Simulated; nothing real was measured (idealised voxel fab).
The document below concerns the process module designated voxel transistor to metal.
Square cell edge 5 nm, section width 160 nm, ID cut.
Each cross-section below is a grid of square cells, stated as bands in top-down order, with one or more rows of cells making up each band. Band entry format. Leading values: height of top, height of bottom, nm. Remainder: materials in left-to-right order, each with its width in nm. Special words: "full width" on a single material, which then fills the band edge to edge; "blank", empty space. The reference from which all heights are counted is 0, the level beneath which the as-received wafer is entirely one material; the lowest band, having no lower bound, proceeds downward and is written after the example "0 down". Width: "30 to 40" (first number = top row, second number = bottom row, same change from row to row of cells). Reading "nothing got changed" for a step: not a cell of the cross-section changed in it. "Closed void roster" means: voids of 8 cells or more that are shut off from the top with no open way through. Written width x height at distance, distance from the left edge, in nm. Anything after a step's settings on that line? It's the simulator's own note about the step. overlay nm: where the mask lay relative to plan, measured to the right, on steps with a mask; negatives go left.
### The process steps that were planned are listed below
| 1 | RECEIVE,material Si |
| 2 | OXIDIZE,depth nm 5 |
| 3 | CONFORMAL_DEP,material SiN,thk nm 10 |
| 4 | MASKED_ETCH,tone cover,mask id ACTIVE,width nm 110,etch materials SiN,depth nm 10,overlay nm 0 |
| 5 | MASKED_ETCH,tone cover,mask id ACTIVE,width nm 110,etch materials SiO2,depth nm 5,overlay nm 0 |
| 6 | MASKED_ETCH,tone cover,mask id ACTIVE,width nm 110,etch materials Si,depth nm 35,overlay nm 0 |
| 7 | FILL_DEP,material SiO2,thk nm 15 |
| 8 | CMP,height nm 10 |
| 9 | SELECTIVE_ETCH,etch materials SiO2,depth nm 5 |
| 10 | STRIP,etch materials SiN |
| 11 | SELECTIVE_ETCH,etch materials SiO2,depth nm 5 |
| 12 | OXIDIZE,depth nm 5 |
| 13 | DIRECTIONAL_DEP,material polySi,thk nm 30 |
| 14 | DIRECTIONAL_DEP,material SiCN,thk nm 15 |
| 15 | DIRECTIONAL_DEP,material aC,thk nm 15 |
| 16 | PATTERN,tone cover,mask id GATE,material resist,width nm 20,thk nm 30,overlay nm 0 |
| 17 | DIRECTIONAL_ETCH,etch materials aC,depth nm 15 |
| 18 | STRIP,etch materials resist |
| 19 | DIRECTIONAL_ETCH,etch materials SiCN,depth nm 25 |
| 20 | DIRECTIONAL_ETCH,etch materials polySi,depth nm 40 |
| 21 | STRIP,etch materials aC |
| 22 | CONFORMAL_DEP,material SiO2,thk nm 5 |
| 23 | DIRECTIONAL_ETCH,etch materials SiO2,depth nm 5 |
| 24 | CONFORMAL_DEP,material SiN,thk nm 5 |
| 25 | DIRECTIONAL_ETCH,etch materials SiN,depth nm 5 |
| 26 | DIRECTIONAL_ETCH,etch materials SiO2,depth nm 5 |
| 27 | DIRECTIONAL_ETCH,etch materials Si,depth nm 10 |
| 28 | EPI,material SiGe,thk nm 15 |
| 29 | FILL_DEP,material SiO2,thk nm 5 |
| 30 | CMP,height nm 40 |
| 31 | DIRECTIONAL_DEP,material SiO2,thk nm 10 |
| 32 | DIRECTIONAL_DEP,material aC,thk nm 10 |
| 33 | PATTERN,tone open,mask id CONTACT,material resist,width nm 20,pitch nm 70,thk nm 30,overlay nm 0 |
| 34 | DIRECTIONAL_ETCH,etch materials aC,depth nm 10 |
| 35 | STRIP,etch materials resist |
| 36 | DIRECTIONAL_ETCH,etch materials SiO2,depth nm 45 |
| 37 | STRIP,etch materials aC |
| 38 | CONFORMAL_DEP,material TiN,thk nm 5 |
| 39 | FILL_DEP,material W,thk nm 10 |
| 40 | CMP,height nm 50 |
| 41 | CONFORMAL_DEP,material SiCN,thk nm 5 |
| 42 | DIRECTIONAL_DEP,material lowk,thk nm 15 |
| 43 | DIRECTIONAL_DEP,material aC,thk nm 15 |
| 44 | PATTERN,tone open,mask id METAL_1,material resist,width nm 20,pitch nm 70,thk nm 35,overlay nm 0 |
| 45 | DIRECTIONAL_ETCH,etch materials aC,depth nm 15 |
| 46 | STRIP,etch materials resist |
| 47 | DIRECTIONAL_ETCH,etch materials lowk,depth nm 15 |
| 48 | DIRECTIONAL_ETCH,etch materials SiCN,depth nm 5 |
| 49 | STRIP,etch materials aC |
| 50 | CONFORMAL_DEP,material TiN,thk nm 5 |
| 51 | FILL_DEP,material Cu,thk nm 5 |
| 52 | CMP,height nm 70 |
| 53 | CONFORMAL_DEP,material SiCN,thk nm 5 |
| 54 | DIRECTIONAL_DEP,material SiO2,thk nm 30 |
| 55 | MASKED_ETCH,tone open,mask id METAL_2,width nm 20,pitch nm 70,etch materials SiO2,depth nm 20,overlay nm 0 |
| 56 | PATTERN,tone open,mask id METAL_2_HOLES,material resist,width nm 15,pitch nm 70,thk nm 15,overlay nm 0 |
| 57 | DIRECTIONAL_ETCH,etch materials SiO2,depth nm 10 |
| 58 | DIRECTIONAL_ETCH,etch materials SiCN,depth nm 5 |
| 59 | STRIP,etch materials resist |
| 60 | CONFORMAL_DEP,material TiN,thk nm 5 |
| 61 | FILL_DEP,material Cu,thk nm 5 |
| 62 | CMP,height nm 105 |
| 63 | CONFORMAL_DEP,material SiN,thk nm 5 |
### Run as planned: first of two wafers
### Wafer as received: cross-section following step 1
> 0 down = Si full width
> Closed void roster: none
### Cross-sectional representation of the wafer at the conclusion of step 2
> 0 to -5 = SiO2 full width
> Lower than -5, everything is as it was.
### Cross-sectional representation of the wafer at the conclusion of step 3
> 10 to 0 = SiN full width
> Lower than 0, everything is as it was.
### Cross-sectional representation of the wafer at the conclusion of step 4
> 10 to 0 = blank (25)  SiN (110)  blank (25)
> Lower than 0, everything is as it was.
### Cross-sectional representation of the wafer at the conclusion of step 5
> 10 to 0 = blank (25)  SiN (110)  blank (25)
> 0 to -5 = blank (25)  SiO2 (110)  blank (25)
> Lower than -5, everything is as it was.
### Cross-sectional representation of the wafer at the conclusion of step 6
> 10 to 0 = blank (25)  SiN (110)  blank (25)
> 0 to -5 = blank (25)  SiO2 (110)  blank (25)
> -5 to -40 = blank (25)  Si (110)  blank (25)
> Lower than -40, everything is as it was.
### Cross-sectional representation of the wafer at the conclusion of step 7
> 25 to 10 = SiO2 full width
> 10 to 0 = SiO2 (25)  SiN (110)  SiO2 (25)
> 0 to -5 = SiO2 full width
> -5 to -40 = SiO2 (25)  Si (110)  SiO2 (25)
> Lower than -40, everything is as it was.
### Cross-sectional representation of the wafer at the conclusion of step 8
> 10 to 0 = SiO2 (25)  SiN (110)  SiO2 (25)
> Lower than 0, everything is as it was.
### Cross-sectional representation of the wafer at the conclusion of step 9
> 10 to 5 = blank (25)  SiN (110)  blank (25)
> Lower than 5, everything is as it was.
### Cross-sectional representation of the wafer at the conclusion of step 10
> 5 to 0 = SiO2 (25)  blank (110)  SiO2 (25)
> Lower than 0, everything is as it was.
### Cross-sectional representation of the wafer at the conclusion of step 11
> 0 to -5 = SiO2 (20)  blank (120)  SiO2 (20)
> Lower than -5, everything is as it was.
### Cross-sectional representation of the wafer at the conclusion of step 12
> 0 to -5 = SiO2 (20)  blank (120)  SiO2 (20)
> -5 to -10 = SiO2 full width
> Lower than -10, everything is as it was.
### Cross-sectional representation of the wafer at the conclusion of step 13
> 30 to 25 = polySi (20)  blank (120)  polySi (20)
> 25 to 0 = polySi full width
> 0 to -5 = SiO2 (20)  polySi (120)  SiO2 (20)
> Lower than -5, everything is as it was.
### Cross-sectional representation of the wafer at the conclusion of step 14
> 45 to 40 = SiCN (20)  blank (120)  SiCN (20)
> 40 to 30 = SiCN full width
> 30 to 25 = polySi (20)  SiCN (120)  polySi (20)
> Lower than 25, everything is as it was.
### Cross-sectional representation of the wafer at the conclusion of step 15
> 60 to 55 = aC (20)  blank (120)  aC (20)
> 55 to 45 = aC full width
> 45 to 40 = SiCN (20)  aC (120)  SiCN (20)
> Lower than 40, everything is as it was.
### Cross-sectional representation of the wafer at the conclusion of step 16
> 90 to 60 = blank (70)  resist (20)  blank (70)
> 60 to 55 = aC (20)  blank (50)  resist (20)  blank (50)  aC (20)
> Lower than 55, everything is as it was.
### Cross-sectional representation of the wafer at the conclusion of step 17
> 75 to 55 = blank (70)  resist (20)  blank (70)
> 55 to 45 = blank (70)  aC (20)  blank (70)
> 45 to 40 = SiCN (20)  blank (50)  aC (20)  blank (50)  SiCN (20)
> Lower than 40, everything is as it was.
### Cross-sectional representation of the wafer at the conclusion of step 18
> 55 to 45 = blank (70)  aC (20)  blank (70)
> Lower than 45, everything is as it was.
### Cross-sectional representation of the wafer at the conclusion of step 19
> 55 to 40 = blank (70)  aC (20)  blank (70)
> 40 to 30 = blank (70)  SiCN (20)  blank (70)
> 30 to 25 = polySi (20)  blank (50)  SiCN (20)  blank (50)  polySi (20)
> Lower than 25, everything is as it was.
### Cross-sectional representation of the wafer at the conclusion of step 20
> 55 to 40 = blank (70)  aC (20)  blank (70)
> 40 to 25 = blank (70)  SiCN (20)  blank (70)
> 25 to 0 = blank (70)  polySi (20)  blank (70)
> 0 to -5 = SiO2 (20)  blank (50)  polySi (20)  blank (50)  SiO2 (20)
> Lower than -5, everything is as it was.
### Cross-sectional representation of the wafer at the conclusion of step 21
> 40 to 25 = blank (70)  SiCN (20)  blank (70)
> Lower than 25, everything is as it was.
### Cross-sectional representation of the wafer at the conclusion of step 22
> 45 to 40 = blank (65)  SiO2 (30)  blank (65)
> 40 to 25 = blank (65)  SiO2 (5)  SiCN (20)  SiO2 (5)  blank (65)
> 25 to 5 = blank (65)  SiO2 (5)  polySi (20)  SiO2 (5)  blank (65)
> 5 to 0 = SiO2 (25)  blank (40)  SiO2 (5)  polySi (20)  SiO2 (5)  blank (40)  SiO2 (25)
> 0 to -5 = SiO2 (70)  polySi (20)  SiO2 (70)
> Lower than -5, everything is as it was.
### Cross-sectional representation of the wafer at the conclusion of step 23
> 40 to 25 = blank (65)  SiO2 (5)  SiCN (20)  SiO2 (5)  blank (65)
> 25 to 0 = blank (65)  SiO2 (5)  polySi (20)  SiO2 (5)  blank (65)
> 0 to -5 = SiO2 (25)  blank (40)  SiO2 (5)  polySi (20)  SiO2 (5)  blank (40)  SiO2 (25)
> Lower than -5, everything is as it was.
### Cross-sectional representation of the wafer at the conclusion of step 24
> 45 to 40 = blank (60)  SiN (40)  blank (60)
> 40 to 25 = blank (60)  SiN (5)  SiO2 (5)  SiCN (20)  SiO2 (5)  SiN (5)  blank (60)
> 25 to 5 = blank (60)  SiN (5)  SiO2 (5)  polySi (20)  SiO2 (5)  SiN (5)  blank (60)
> 5 to 0 = SiN (30)  blank (30)  SiN (5)  SiO2 (5)  polySi (20)  SiO2 (5)  SiN (5)  blank (30)  SiN (30)
> 0 to -5 = SiO2 (25)  SiN (40)  SiO2 (5)  polySi (20)  SiO2 (5)  SiN (40)  SiO2 (25)
> Lower than -5, everything is as it was.
### Cross-sectional representation of the wafer at the conclusion of step 25
> 40 to 25 = blank (60)  SiN (5)  SiO2 (5)  SiCN (20)  SiO2 (5)  SiN (5)  blank (60)
> 25 to 0 = blank (60)  SiN (5)  SiO2 (5)  polySi (20)  SiO2 (5)  SiN (5)  blank (60)
> 0 to -5 = SiO2 (25)  SiN (5)  blank (30)  SiN (5)  SiO2 (5)  polySi (20)  SiO2 (5)  SiN (5)  blank (30)  SiN (5)  SiO2 (25)
> Lower than -5, everything is as it was.
### Cross-sectional representation of the wafer at the conclusion of step 26
> 40 to 35 = blank (60)  SiN (5)  blank (5)  SiCN (20)  blank (5)  SiN (5)  blank (60)
> 35 to 25 = blank (60)  SiN (5)  SiO2 (5)  SiCN (20)  SiO2 (5)  SiN (5)  blank (60)
> 25 to 0 = blank (60)  SiN (5)  SiO2 (5)  polySi (20)  SiO2 (5)  SiN (5)  blank (60)
> 0 to -5 = blank (25)  SiN (5)  blank (30)  SiN (5)  SiO2 (5)  polySi (20)  SiO2 (5)  SiN (5)  blank (30)  SiN (5)  blank (25)
> -5 to -10 = SiO2 (30)  blank (30)  SiO2 (40)  blank (30)  SiO2 (30)
> Lower than -10, everything is as it was.
### Cross-sectional representation of the wafer at the conclusion of step 27
> 40 to 35 = blank (60)  SiN (5)  blank (5)  SiCN (20)  blank (5)  SiN (5)  blank (60)
> 35 to 25 = blank (60)  SiN (5)  SiO2 (5)  SiCN (20)  SiO2 (5)  SiN (5)  blank (60)
> 25 to 0 = blank (60)  SiN (5)  SiO2 (5)  polySi (20)  SiO2 (5)  SiN (5)  blank (60)
> 0 to -5 = blank (25)  SiN (5)  blank (30)  SiN (5)  SiO2 (5)  polySi (20)  SiO2 (5)  SiN (5)  blank (30)  SiN (5)  blank (25)
> -5 to -10 = SiO2 (30)  blank (30)  SiO2 (40)  blank (30)  SiO2 (30)
> -10 to -20 = SiO2 (25)  Si (5)  blank (30)  Si (40)  blank (30)  Si (5)  SiO2 (25)
> Lower than -20, everything is as it was.
### Cross-sectional representation of the wafer at the conclusion of step 28
> 40 to 35 = blank (60)  SiN (5)  blank (5)  SiCN (20)  blank (5)  SiN (5)  blank (60)
> 35 to 25 = blank (60)  SiN (5)  SiO2 (5)  SiCN (20)  SiO2 (5)  SiN (5)  blank (60)
> 25 to 5 = blank (60)  SiN (5)  SiO2 (5)  polySi (20)  SiO2 (5)  SiN (5)  blank (60)
> 5 to 0 = blank (25)  SiGe (35)  SiN (5)  SiO2 (5)  polySi (20)  SiO2 (5)  SiN (5)  SiGe (35)  blank (25)
> 0 to -5 = blank (25)  SiN (5)  SiGe (30)  SiN (5)  SiO2 (5)  polySi (20)  SiO2 (5)  SiN (5)  SiGe (30)  SiN (5)  blank (25)
> -5 to -10 = SiO2 (30)  SiGe (30)  SiO2 (40)  SiGe (30)  SiO2 (30)
> -10 to -20 = SiO2 (25)  Si (5)  SiGe (30)  Si (40)  SiGe (30)  Si (5)  SiO2 (25)
> Lower than -20, everything is as it was.
### Cross-sectional representation of the wafer at the conclusion of step 29
> 45 to 40 = SiO2 full width
> 40 to 25 = SiO2 (60)  SiN (5)  SiO2 (5)  SiCN (20)  SiO2 (5)  SiN (5)  SiO2 (60)
> 25 to 5 = SiO2 (60)  SiN (5)  SiO2 (5)  polySi (20)  SiO2 (5)  SiN (5)  SiO2 (60)
> 5 to 0 = SiO2 (25)  SiGe (35)  SiN (5)  SiO2 (5)  polySi (20)  SiO2 (5)  SiN (5)  SiGe (35)  SiO2 (25)
> 0 to -5 = SiO2 (25)  SiN (5)  SiGe (30)  SiN (5)  SiO2 (5)  polySi (20)  SiO2 (5)  SiN (5)  SiGe (30)  SiN (5)  SiO2 (25)
> Lower than -5, everything is as it was.
### Cross-sectional representation of the wafer at the conclusion of step 30
> 40 to 25 = SiO2 (60)  SiN (5)  SiO2 (5)  SiCN (20)  SiO2 (5)  SiN (5)  SiO2 (60)
> Lower than 25, everything is as it was.
### Cross-sectional representation of the wafer at the conclusion of step 31
> 50 to 40 = SiO2 full width
> Lower than 40, everything is as it was.
### Cross-sectional representation of the wafer at the conclusion of step 32
> 60 to 50 = aC full width
> Lower than 50, everything is as it was.
### Cross-sectional representation of the wafer at the conclusion of step 33
> 90 to 60 = resist (35)  blank (20)  resist (50)  blank (20)  resist (35)
> Lower than 60, everything is as it was.
### Cross-sectional representation of the wafer at the conclusion of step 34
> 80 to 60 = resist (35)  blank (20)  resist (50)  blank (20)  resist (35)
> 60 to 50 = aC (35)  blank (20)  aC (50)  blank (20)  aC (35)
> Lower than 50, everything is as it was.
### Cross-sectional representation of the wafer at the conclusion of step 35
> 60 to 50 = aC (35)  blank (20)  aC (50)  blank (20)  aC (35)
> Lower than 50, everything is as it was.
### Cross-sectional representation of the wafer at the conclusion of step 36
> 60 to 50 = aC (35)  blank (20)  aC (50)  blank (20)  aC (35)
> 50 to 40 = SiO2 (35)  blank (20)  SiO2 (50)  blank (20)  SiO2 (35)
> 40 to 25 = SiO2 (35)  blank (20)  SiO2 (5)  SiN (5)  SiO2 (5)  SiCN (20)  SiO2 (5)  SiN (5)  SiO2 (5)  blank (20)  SiO2 (35)
> 25 to 5 = SiO2 (35)  blank (20)  SiO2 (5)  SiN (5)  SiO2 (5)  polySi (20)  SiO2 (5)  SiN (5)  SiO2 (5)  blank (20)  SiO2 (35)
> Lower than 5, everything is as it was.
### Cross-sectional representation of the wafer at the conclusion of step 37
> 50 to 40 = SiO2 (35)  blank (20)  SiO2 (50)  blank (20)  SiO2 (35)
> Lower than 40, everything is as it was.
### Cross-sectional representation of the wafer at the conclusion of step 38
> 55 to 50 = TiN (40)  blank (10)  TiN (60)  blank (10)  TiN (40)
> 50 to 40 = SiO2 (35)  TiN (5)  blank (10)  TiN (5)  SiO2 (50)  TiN (5)  blank (10)  TiN (5)  SiO2 (35)
> 40 to 25 = SiO2 (35)  TiN (5)  blank (10)  TiN (5)  SiO2 (5)  SiN (5)  SiO2 (5)  SiCN (20)  SiO2 (5)  SiN (5)  SiO2 (5)  TiN (5)  blank (10)  TiN (5)  SiO2 (35)
> 25 to 10 = SiO2 (35)  TiN (5)  blank (10)  TiN (5)  SiO2 (5)  SiN (5)  SiO2 (5)  polySi (20)  SiO2 (5)  SiN (5)  SiO2 (5)  TiN (5)  blank (10)  TiN (5)  SiO2 (35)
> 10 to 5 = SiO2 (35)  TiN (20)  SiO2 (5)  SiN (5)  SiO2 (5)  polySi (20)  SiO2 (5)  SiN (5)  SiO2 (5)  TiN (20)  SiO2 (35)
> Lower than 5, everything is as it was.
### Cross-sectional representation of the wafer at the conclusion of step 39
> 65 to 55 = W full width
> 55 to 50 = TiN (40)  W (10)  TiN (60)  W (10)  TiN (40)
> 50 to 40 = SiO2 (35)  TiN (5)  W (10)  TiN (5)  SiO2 (50)  TiN (5)  W (10)  TiN (5)  SiO2 (35)
> 40 to 25 = SiO2 (35)  TiN (5)  W (10)  TiN (5)  SiO2 (5)  SiN (5)  SiO2 (5)  SiCN (20)  SiO2 (5)  SiN (5)  SiO2 (5)  TiN (5)  W (10)  TiN (5)  SiO2 (35)
> 25 to 10 = SiO2 (35)  TiN (5)  W (10)  TiN (5)  SiO2 (5)  SiN (5)  SiO2 (5)  polySi (20)  SiO2 (5)  SiN (5)  SiO2 (5)  TiN (5)  W (10)  TiN (5)  SiO2 (35)
> Lower than 10, everything is as it was.
### Cross-sectional representation of the wafer at the conclusion of step 40
> 50 to 40 = SiO2 (35)  TiN (5)  W (10)  TiN (5)  SiO2 (50)  TiN (5)  W (10)  TiN (5)  SiO2 (35)
> Lower than 40, everything is as it was.
### Cross-sectional representation of the wafer at the conclusion of step 41
> 55 to 50 = SiCN full width
> Lower than 50, everything is as it was.
### Cross-sectional representation of the wafer at the conclusion of step 42
> 70 to 55 = lowk full width
> Lower than 55, everything is as it was.
### Cross-sectional representation of the wafer at the conclusion of step 43
> 85 to 70 = aC full width
> Lower than 70, everything is as it was.
### Cross-sectional representation of the wafer at the conclusion of step 44
> 120 to 85 = resist (35)  blank (20)  resist (50)  blank (20)  resist (35)
> Lower than 85, everything is as it was.
### Cross-sectional representation of the wafer at the conclusion of step 45
> 105 to 85 = resist (35)  blank (20)  resist (50)  blank (20)  resist (35)
> 85 to 70 = aC (35)  blank (20)  aC (50)  blank (20)  aC (35)
> Lower than 70, everything is as it was.
### Cross-sectional representation of the wafer at the conclusion of step 46
> 85 to 70 = aC (35)  blank (20)  aC (50)  blank (20)  aC (35)
> Lower than 70, everything is as it was.
### Cross-sectional representation of the wafer at the conclusion of step 47
> 85 to 70 = aC (35)  blank (20)  aC (50)  blank (20)  aC (35)
> 70 to 55 = lowk (35)  blank (20)  lowk (50)  blank (20)  lowk (35)
> Lower than 55, everything is as it was.
### Cross-sectional representation of the wafer at the conclusion of step 48
> 85 to 70 = aC (35)  blank (20)  aC (50)  blank (20)  aC (35)
> 70 to 55 = lowk (35)  blank (20)  lowk (50)  blank (20)  lowk (35)
> 55 to 50 = SiCN (35)  blank (20)  SiCN (50)  blank (20)  SiCN (35)
> Lower than 50, everything is as it was.
### Cross-sectional representation of the wafer at the conclusion of step 49
> 70 to 55 = lowk (35)  blank (20)  lowk (50)  blank (20)  lowk (35)
> Lower than 55, everything is as it was.
### Cross-sectional representation of the wafer at the conclusion of step 50
> 75 to 70 = TiN (40)  blank (10)  TiN (60)  blank (10)  TiN (40)
> 70 to 55 = lowk (35)  TiN (5)  blank (10)  TiN (5)  lowk (50)  TiN (5)  blank (10)  TiN (5)  lowk (35)
> 55 to 50 = SiCN (35)  TiN (20)  SiCN (50)  TiN (20)  SiCN (35)
> Lower than 50, everything is as it was.
### Cross-sectional representation of the wafer at the conclusion of step 51
> 80 to 75 = Cu full width
> 75 to 70 = TiN (40)  Cu (10)  TiN (60)  Cu (10)  TiN (40)
> 70 to 55 = lowk (35)  TiN (5)  Cu (10)  TiN (5)  lowk (50)  TiN (5)  Cu (10)  TiN (5)  lowk (35)
> Lower than 55, everything is as it was.
### Cross-sectional representation of the wafer at the conclusion of step 52
> 70 to 55 = lowk (35)  TiN (5)  Cu (10)  TiN (5)  lowk (50)  TiN (5)  Cu (10)  TiN (5)  lowk (35)
> Lower than 55, everything is as it was.
### Cross-sectional representation of the wafer at the conclusion of step 53
> 75 to 70 = SiCN full width
> Lower than 70, everything is as it was.
### Cross-sectional representation of the wafer at the conclusion of step 54
> 105 to 75 = SiO2 full width
> Lower than 75, everything is as it was.
### Cross-sectional representation of the wafer at the conclusion of step 55
> 105 to 85 = SiO2 (35)  blank (20)  SiO2 (50)  blank (20)  SiO2 (35)
> Lower than 85, everything is as it was.
### Cross-sectional representation of the wafer at the conclusion of step 56
> 120 to 105 = resist (35)  blank (15)  resist (55)  blank (15)  resist (40)
> 105 to 85 = SiO2 (35)  blank (15)  resist (5)  SiO2 (50)  blank (15)  resist (5)  SiO2 (35)
> Lower than 85, everything is as it was.
### Cross-sectional representation of the wafer at the conclusion of step 57
> 120 to 105 = resist (35)  blank (15)  resist (55)  blank (15)  resist (40)
> 105 to 85 = SiO2 (35)  blank (15)  resist (5)  SiO2 (50)  blank (15)  resist (5)  SiO2 (35)
> 85 to 75 = SiO2 (35)  blank (15)  SiO2 (55)  blank (15)  SiO2 (40)
> Lower than 75, everything is as it was.
### Cross-sectional representation of the wafer at the conclusion of step 58
> 120 to 105 = resist (35)  blank (15)  resist (55)  blank (15)  resist (40)
> 105 to 85 = SiO2 (35)  blank (15)  resist (5)  SiO2 (50)  blank (15)  resist (5)  SiO2 (35)
> 85 to 75 = SiO2 (35)  blank (15)  SiO2 (55)  blank (15)  SiO2 (40)
> 75 to 70 = SiCN (35)  blank (15)  SiCN (55)  blank (15)  SiCN (40)
> Lower than 70, everything is as it was.
### Cross-sectional representation of the wafer at the conclusion of step 59
> 105 to 85 = SiO2 (35)  blank (20)  SiO2 (50)  blank (20)  SiO2 (35)
> Lower than 85, everything is as it was.
### Cross-sectional representation of the wafer at the conclusion of step 60
> 110 to 105 = TiN (40)  blank (10)  TiN (60)  blank (10)  TiN (40)
> 105 to 90 = SiO2 (35)  TiN (5)  blank (10)  TiN (5)  SiO2 (50)  TiN (5)  blank (10)  TiN (5)  SiO2 (35)
> 90 to 85 = SiO2 (35)  TiN (5)  blank (5)  TiN (10)  SiO2 (50)  TiN (5)  blank (5)  TiN (10)  SiO2 (35)
> 85 to 75 = SiO2 (35)  TiN (5)  blank (5)  TiN (5)  SiO2 (55)  TiN (5)  blank (5)  TiN (5)  SiO2 (40)
> 75 to 70 = SiCN (35)  TiN (15)  SiCN (55)  TiN (15)  SiCN (40)
> Lower than 70, everything is as it was.
### Cross-sectional representation of the wafer at the conclusion of step 61
> 115 to 110 = Cu full width
> 110 to 105 = TiN (40)  Cu (10)  TiN (60)  Cu (10)  TiN (40)
> 105 to 90 = SiO2 (35)  TiN (5)  Cu (10)  TiN (5)  SiO2 (50)  TiN (5)  Cu (10)  TiN (5)  SiO2 (35)
> 90 to 85 = SiO2 (35)  TiN (5)  Cu (5)  TiN (10)  SiO2 (50)  TiN (5)  Cu (5)  TiN (10)  SiO2 (35)
> 85 to 75 = SiO2 (35)  TiN (5)  Cu (5)  TiN (5)  SiO2 (55)  TiN (5)  Cu (5)  TiN (5)  SiO2 (40)
> Lower than 75, everything is as it was.
### Cross-sectional representation of the wafer at the conclusion of step 62
> 105 to 90 = SiO2 (35)  TiN (5)  Cu (10)  TiN (5)  SiO2 (50)  TiN (5)  Cu (10)  TiN (5)  SiO2 (35)
> Lower than 90, everything is as it was.
### Cross-sectional representation of the wafer at the conclusion of step 63
> 110 to 105 = SiN full width
> Lower than 105, everything is as it was.
### Wafer two: like wafer one in start and plan, but with one mistake in execution; identical up to and including step 54
### X-section, second wafer, when step 55 was due to finish
> 105 to 85 = blank (35)  SiO2 (20)  blank (50)  SiO2 (20)  blank (35)
> Lower than 85, everything is as it was.
### X-section, second wafer, when step 56 was due to finish
> 120 to 105 = resist (35)  blank (15)  resist (55)  blank (15)  resist (40)
> 105 to 85 = resist (35)  SiO2 (20)  resist (50)  SiO2 (20)  resist (35)
> Lower than 85, everything is as it was.
### X-section, second wafer, when step 57 was due to finish
> 120 to 105 = resist (35)  blank (15)  resist (55)  blank (15)  resist (40)
> 105 to 95 = resist (35)  blank (15)  SiO2 (5)  resist (50)  blank (15)  SiO2 (5)  resist (35)
> Lower than 95, everything is as it was.
X-section, second wafer, when step 58 was due to finish: nothing got changed
### X-section, second wafer, when step 59 was due to finish
> 105 to 95 = blank (50)  SiO2 (5)  blank (65)  SiO2 (5)  blank (35)
> 95 to 85 = blank (35)  SiO2 (20)  blank (50)  SiO2 (20)  blank (35)
> Lower than 85, everything is as it was.
### X-section, second wafer, when step 60 was due to finish
> 110 to 105 = blank (45)  TiN (15)  blank (55)  TiN (15)  blank (30)
> 105 to 95 = blank (45 to 30)  TiN (5 to 20)  SiO2 (5)  TiN (5)  blank (55 to 40)  TiN (5 to 20)  SiO2 (5)  TiN (5)  blank (30)
> 95 to 90 = blank (30)  TiN (5)  SiO2 (20)  TiN (5)  blank (40)  TiN (5)  SiO2 (20)  TiN (5)  blank (30)
> 90 to 85 = TiN (35)  SiO2 (20)  TiN (50)  SiO2 (20)  TiN (35)
> Lower than 85, everything is as it was.
### X-section, second wafer, when step 61 was due to finish
> 115 to 110 = Cu full width
> 110 to 105 = Cu (45)  TiN (15)  Cu (55)  TiN (15)  Cu (30)
> 105 to 95 = Cu (45 to 30)  TiN (5 to 20)  SiO2 (5)  TiN (5)  Cu (55 to 40)  TiN (5 to 20)  SiO2 (5)  TiN (5)  Cu (30)
> 95 to 90 = Cu (30)  TiN (5)  SiO2 (20)  TiN (5)  Cu (40)  TiN (5)  SiO2 (20)  TiN (5)  Cu (30)
> Lower than 90, everything is as it was.
### X-section, second wafer, when step 62 was due to finish
> 105 to 95 = Cu (45 to 30)  TiN (5 to 20)  SiO2 (5)  TiN (5)  Cu (55 to 40)  TiN (5 to 20)  SiO2 (5)  TiN (5)  Cu (30)
> Lower than 95, everything is as it was.
### X-section, second wafer, when step 63 was due to finish
> 110 to 105 = SiN full width
> Lower than 105, everything is as it was.
Deviation from plan: step 55 was run on a setting that differed from the plan, and what really ran there is MASKED_ETCH,tone cover,mask id METAL_2,width nm 20,pitch nm 70,etch materials SiO2,depth nm 20,overlay nm 0
At the finish, the second wafer shows more or fewer cells for some materials than the first does: Cu +48, SiCN +6, SiO2 -64, TiN +10
